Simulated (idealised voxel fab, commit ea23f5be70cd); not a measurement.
process module | voxel air gaps
cross-section cut | 290 nm wide | cells 5 nm
A cross-section is a grid of square cells, given in bands from the top down. A band is one or more rows of cells.
Each band's line starts with the height of the band's top and of its bottom, in nm. Then come its materials from left to right, each with its width in nm. One material with "throughout" fills the band from edge to edge. "air" is empty space.
Height 0 is the level under which the wafer as received is all one material. The lowest band goes on downwards, as in "0 down".
A width such as "30 to 40" changes by the same amount from each row of cells to the next, from the band's top row to its bottom row.
"no change" after a step means that no cell of the cross-section changed.
closed voids: empty space of 8 cells or more with no open way to the top, each as width x height at its distance from the left edge, in nm
after a step's settings: what the simulator itself notes on the step
overlay nm, on a step with a mask: how far to the right of its planned place the mask lay; to the left if negative
plan
1 op RECEIVE | material Si
2 op CONFORMAL_DEP | material SiO2 | thk nm 15
3 op CONFORMAL_DEP | material SiN | thk nm 5
4 op DIRECTIONAL_DEP | material lowk | thk nm 35
5 op MASKED_ETCH | tone open | mask id LINES | width nm 20 | pitch nm 50 | etch materials lowk | depth nm 35 | overlay nm 0
6 op CONFORMAL_DEP | material TiN | thk nm 5
7 op FILL_DEP | material Cu | thk nm 10
8 op CMP | height nm 55
9 op EPI | material Ru | thk nm 10
10 op SELECTIVE_ETCH | etch materials lowk | depth nm 45
11 op CONFORMAL_DEP | material SiCN | thk nm 5
as received, after step 1
  0 down: Si throughout
  closed voids: none
a wafer at the end: this start, this plan, one mistake
  70 to 65: SiCN throughout
  65 to 55: Ru throughout
  55 to 25: Cu 55 | TiN 5 | lowk 20 | TiN 5 | Cu 20 | TiN 5 | lowk 20 | TiN 5 | Cu 20 | TiN 5 | lowk 20 | TiN 5 | Cu 20 | TiN 5 | lowk 20 | TiN 5 | Cu 55
  25 to 20: TiN 60 | lowk 20 | TiN 30 | lowk 20 | TiN 30 | lowk 20 | TiN 30 | lowk 20 | TiN 60
  20 to 15: SiN throughout
  15 to 0: SiO2 throughout
  0 down: Si throughout
  closed voids: none
what went wrong: step 5 ran as: op MASKED_ETCH | tone cover | mask id LINES | width nm 20 | pitch nm 50 | etch materials lowk | depth nm 35 | overlay nm 0
